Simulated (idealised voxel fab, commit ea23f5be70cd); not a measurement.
The document below concerns the process module designated voxel spacer lines.
It is cross-section cut that appears here, measuring 300 nm in width, its square cells being 5 nm in size.
In this document a cross-section is written as a grid of square cells. It is given as a series of bands, listed from the top down, and a band is one or more rows of cells. Band: top height; bottom height; in nm. Then, left to right: material with width in nm, for each material. "edge to edge": a single material spanning edge to edge. "blank": empty space. Measure heights from 0. That's the level where, below it, the as-received wafer is all one material. The lowest band is bottomless and extends downward; write it as in "0 nm and below". The width entry "30 to 40" should be interpreted row by row: the top row of cells in the band takes the first number, the bottom row takes the second number, and the change between adjacent rows is uniform throughout. Take "remained the same" at face value: in the step it is given for, the cross-section changed in none of its cells. You'll see "Sealed void inventory" listing empty spaces that have no way open to the top, as long as they're 8 cells or more; the notation is width x height at distance, where the distance is from the left edge, and all of it is in nm. On each step's line, the part that comes after the settings is the simulator's own comment on the step. You can add "overlay nm" to a step's line. For a step with a mask, it describes how far the mask lay to the right of its planned position, and a negative number describes a lay to the left.

Listed below are the process steps as planned:
| 1 | RECEIVE with material Si |
| 2 | CONFORMAL_DEP with material Al2O3, thk nm 10 |
| 3 | DIRECTIONAL_DEP with material W, thk nm 15 |
| 4 | DIRECTIONAL_DEP with material polySi, thk nm 25 |
| 5 | PATTERN with tone cover, mask id MANDREL, material resist, width nm 15, pitch nm 50, thk nm 30, overlay nm 0 |
| 6 | DIRECTIONAL_ETCH with etch materials polySi, depth nm 25 |
| 7 | STRIP with etch materials resist |
| 8 | CONFORMAL_DEP with material SiO2, thk nm 10 |
| 9 | DIRECTIONAL_ETCH with etch materials SiO2, depth nm 10 |
| 10 | STRIP with etch materials polySi |
| 11 | DIRECTIONAL_ETCH with etch materials W, depth nm 15 |
| 12 | STRIP with etch materials SiO2 |
| 13 | FILL_DEP with material SiO2, thk nm 5 |
| 14 | CMP with height nm 25 |

Cross-section, incoming material, after step 1:
- 0 nm and below | Si edge to edge
- Sealed void inventory: none

Sectioned view, first of two wafers, at the close of the module, processed as intended in the plan:
- 25 nm to 10 nm | 105 of SiO2, then 10 of W, then 15 of SiO2, then 10 of W, then 15 of SiO2, then 10 of W, then 15 of SiO2, then 10 of W, then 110 of SiO2
- 10 nm to 0 nm | Al2O3 edge to edge
- 0 nm and below | Si edge to edge
- Sealed void inventory: none

Now the second wafer, cross-sectioned at the end of the module. Nothing different at the start, nothing different in the plan compared with the first, just one mistake when it was actually run:
- 25 nm to 10 nm | 110 of SiO2, then 10 of W, then 15 of SiO2, then 10 of W, then 15 of SiO2, then 10 of W, then 15 of SiO2, then 10 of W, then 105 of SiO2
- 10 nm to 0 nm | Al2O3 edge to edge
- 0 nm and below | Si edge to edge
- Sealed void inventory: none
Processing error: step 5 ran differently from the plan; actual operation with settings: PATTERN with tone cover, mask id MANDREL, material resist, width nm 15, pitch nm 50, thk nm 30, overlay nm 5
End check, second vs first wafer: material counts in cells match, positions do not.
